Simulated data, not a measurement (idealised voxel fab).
process module | voxel ribs on slabs
cross-section cut | 195 nm wide | cells 5 nm
A cross-section is a grid of square cells, given in bands from the top down. A band is one or more rows of cells.
Each band's line starts with the height of the band's top and of its bottom, in nm. Then come its materials from left to right, each with its width in nm. One material with "throughout" fills the band from edge to edge. "air" is empty space.
Height 0 is the level under which the wafer as received is all one material. The lowest band goes on downwards, as in "0 down".
A width such as "30 to 40" changes by the same amount from each row of cells to the next, from the band's top row to its bottom row.
"no change" after a step means that no cell of the cross-section changed.
closed voids: empty space of 8 cells or more with no open way to the top, each as width x height at its distance from the left edge, in nm
after a step's settings: what the simulator itself notes on the step
overlay nm, on a step with a mask: how far to the right of its planned place the mask lay; to the left if negative
plan
1 op RECEIVE | material Si
2 op DIRECTIONAL_DEP | material SiO2 | thk nm 25
3 op DIRECTIONAL_DEP | material polySi | thk nm 15
4 op DIRECTIONAL_DEP | material aC | thk nm 15
5 op PATTERN | tone cover | mask id RIB | material resist | width nm 15 | thk nm 35 | overlay nm 0
6 op DIRECTIONAL_ETCH | etch materials aC | depth nm 15
7 op STRIP | etch materials resist
8 op DIRECTIONAL_ETCH | etch materials polySi | depth nm 10
9 op STRIP | etch materials aC
10 op MASKED_ETCH | tone cover | mask id SLAB | width nm 45 | etch materials polySi | depth nm 5 | overlay nm 0
11 op FILL_DEP | material SiO2 | thk nm 20
12 op CMP | height nm 50
13 op DIRECTIONAL_DEP | material W | thk nm 5
14 op PATTERN | tone cover | mask id HEATER | material resist | width nm 25 | thk nm 15 | overlay nm 0
15 op DIRECTIONAL_ETCH | etch materials W | depth nm 5
16 op STRIP | etch materials resist
17 op CONFORMAL_DEP | material SiN | thk nm 5
first wafer, as planned
as received, after step 1
  0 down: Si throughout
  closed voids: none
after step 2
  25 to 0: SiO2 throughout
  below 0: unchanged
after step 3
  40 to 25: polySi throughout
  below 25: unchanged
after step 4
  55 to 40: aC throughout
  below 40: unchanged
after step 5
  90 to 55: air 90 | resist 15 | air 90
  below 55: unchanged
after step 6
  75 to 55: air 90 | resist 15 | air 90
  55 to 40: air 90 | aC 15 | air 90
  below 40: unchanged
after step 7
  55 to 40: air 90 | aC 15 | air 90
  below 40: unchanged
after step 8
  55 to 40: air 90 | aC 15 | air 90
  40 to 30: air 90 | polySi 15 | air 90
  below 30: unchanged
after step 9
  40 to 30: air 90 | polySi 15 | air 90
  below 30: unchanged
after step 10
  40 to 30: air 90 | polySi 15 | air 90
  30 to 25: air 75 | polySi 45 | air 75
  below 25: unchanged
after step 11
  60 to 40: SiO2 throughout
  40 to 30: SiO2 90 | polySi 15 | SiO2 90
  30 to 25: SiO2 75 | polySi 45 | SiO2 75
  below 25: unchanged
after step 12
  50 to 40: SiO2 throughout
  below 40: unchanged
after step 13
  55 to 50: W throughout
  below 50: unchanged
after step 14
  70 to 55: air 85 | resist 25 | air 85
  below 55: unchanged
after step 15
  70 to 55: air 85 | resist 25 | air 85
  55 to 50: air 85 | W 25 | air 85
  below 50: unchanged
after step 16
  55 to 50: air 85 | W 25 | air 85
  below 50: unchanged
after step 17
  60 to 55: air 80 | SiN 35 | air 80
  55 to 50: SiN 85 | W 25 | SiN 85
  below 50: unchanged
second wafer: like start, like plan, one mistake. Through step 1 it matches the first wafer
when step 2 should have ended
  25 to 0: aC throughout
  below 0: unchanged
when step 3 should have ended
  40 to 25: polySi throughout
  below 25: unchanged
when step 4 should have ended
  55 to 40: aC throughout
  below 40: unchanged
when step 5 should have ended
  90 to 55: air 90 | resist 15 | air 90
  below 55: unchanged
when step 6 should have ended
  75 to 55: air 90 | resist 15 | air 90
  55 to 40: air 90 | aC 15 | air 90
  below 40: unchanged
when step 7 should have ended
  55 to 40: air 90 | aC 15 | air 90
  below 40: unchanged
when step 8 should have ended
  55 to 40: air 90 | aC 15 | air 90
  40 to 30: air 90 | polySi 15 | air 90
  below 30: unchanged
when step 9 should have ended
  40 to 30: air 90 | polySi 15 | air 90
  below 30: unchanged
when step 10 should have ended
  40 to 30: air 90 | polySi 15 | air 90
  30 to 25: air 75 | polySi 45 | air 75
  below 25: unchanged
when step 11 should have ended
  60 to 40: SiO2 throughout
  40 to 30: SiO2 90 | polySi 15 | SiO2 90
  30 to 25: SiO2 75 | polySi 45 | SiO2 75
  below 25: unchanged
when step 12 should have ended
  50 to 40: SiO2 throughout
  below 40: unchanged
when step 13 should have ended
  55 to 50: W throughout
  below 50: unchanged
when step 14 should have ended
  70 to 55: air 85 | resist 25 | air 85
  below 55: unchanged
when step 15 should have ended
  70 to 55: air 85 | resist 25 | air 85
  55 to 50: air 85 | W 25 | air 85
  below 50: unchanged
when step 16 should have ended
  55 to 50: air 85 | W 25 | air 85
  below 50: unchanged
when step 17 should have ended
  60 to 55: air 80 | SiN 35 | air 80
  55 to 50: SiN 85 | W 25 | SiN 85
  below 50: unchanged
what went wrong: step 2 ran as: op DIRECTIONAL_DEP | material aC | thk nm 25
at the end the second wafer has, in cells: 195 fewer of SiO2 | 195 more of aC
